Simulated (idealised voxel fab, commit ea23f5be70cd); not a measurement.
process module | voxel ribs on slabs
cross-section cut | 235 nm wide | cells 5 nm
A cross-section is a grid of square cells, given in bands from the top down. A band is one or more rows of cells.
Each band's line starts with the height of the band's top and of its bottom, in nm. Then come its materials from left to right, each with its width in nm. One material with "throughout" fills the band from edge to edge. "air" is empty space.
Height 0 is the level under which the wafer as received is all one material. The lowest band goes on downwards, as in "0 down".
A width such as "30 to 40" changes by the same amount from each row of cells to the next, from the band's top row to its bottom row.
"no change" after a step means that no cell of the cross-section changed.
closed voids: empty space of 8 cells or more with no open way to the top, each as width x height at its distance from the left edge, in nm
after a step's settings: what the simulator itself notes on the step
overlay nm, on a step with a mask: how far to the right of its planned place the mask lay; to the left if negative
plan
1 op RECEIVE | material Si
2 op DIRECTIONAL_DEP | material SiO2 | thk nm 25
3 op DIRECTIONAL_DEP | material polySi | thk nm 25
4 op DIRECTIONAL_DEP | material aC | thk nm 10
5 op PATTERN | tone cover | mask id RIB | material resist | width nm 25 | thk nm 25 | overlay nm 0
6 op DIRECTIONAL_ETCH | etch materials aC | depth nm 10
7 op STRIP | etch materials resist
8 op DIRECTIONAL_ETCH | etch materials polySi | depth nm 10
9 op STRIP | etch materials aC
10 op DIRECTIONAL_DEP | material aC | thk nm 15
11 op PATTERN | tone cover | mask id SLAB | material resist | width nm 65 | thk nm 35 | overlay nm 0
12 op DIRECTIONAL_ETCH | etch materials aC | depth nm 15
13 op STRIP | etch materials resist
14 op DIRECTIONAL_ETCH | etch materials polySi | depth nm 15
15 op STRIP | etch materials aC
16 op FILL_DEP | material SiO2 | thk nm 30
17 op CMP | height nm 70
18 op DIRECTIONAL_DEP | material W | thk nm 5
19 op PATTERN | tone cover | mask id HEATER | material resist | width nm 35 | thk nm 15 | overlay nm 0
20 op DIRECTIONAL_ETCH | etch materials W | depth nm 5
21 op STRIP | etch materials resist
22 op CONFORMAL_DEP | material SiN | thk nm 5
as received, after step 1
  0 down: Si throughout
  closed voids: none
a wafer at the end: this start, this plan, one mistake
  80 to 75: air 100 | SiN 40 | air 95
  75 to 70: SiN 105 | W 30 | SiN 100
  70 to 50: SiO2 throughout
  50 to 40: SiO2 105 | polySi 25 | SiO2 105
  40 to 25: SiO2 85 | polySi 65 | SiO2 85
  25 to 0: SiO2 throughout
  0 down: Si throughout
  closed voids: none
what went wrong: step 19 ran as: op PATTERN | tone cover | mask id HEATER | material resist | width nm 30 | thk nm 15 | overlay nm 0
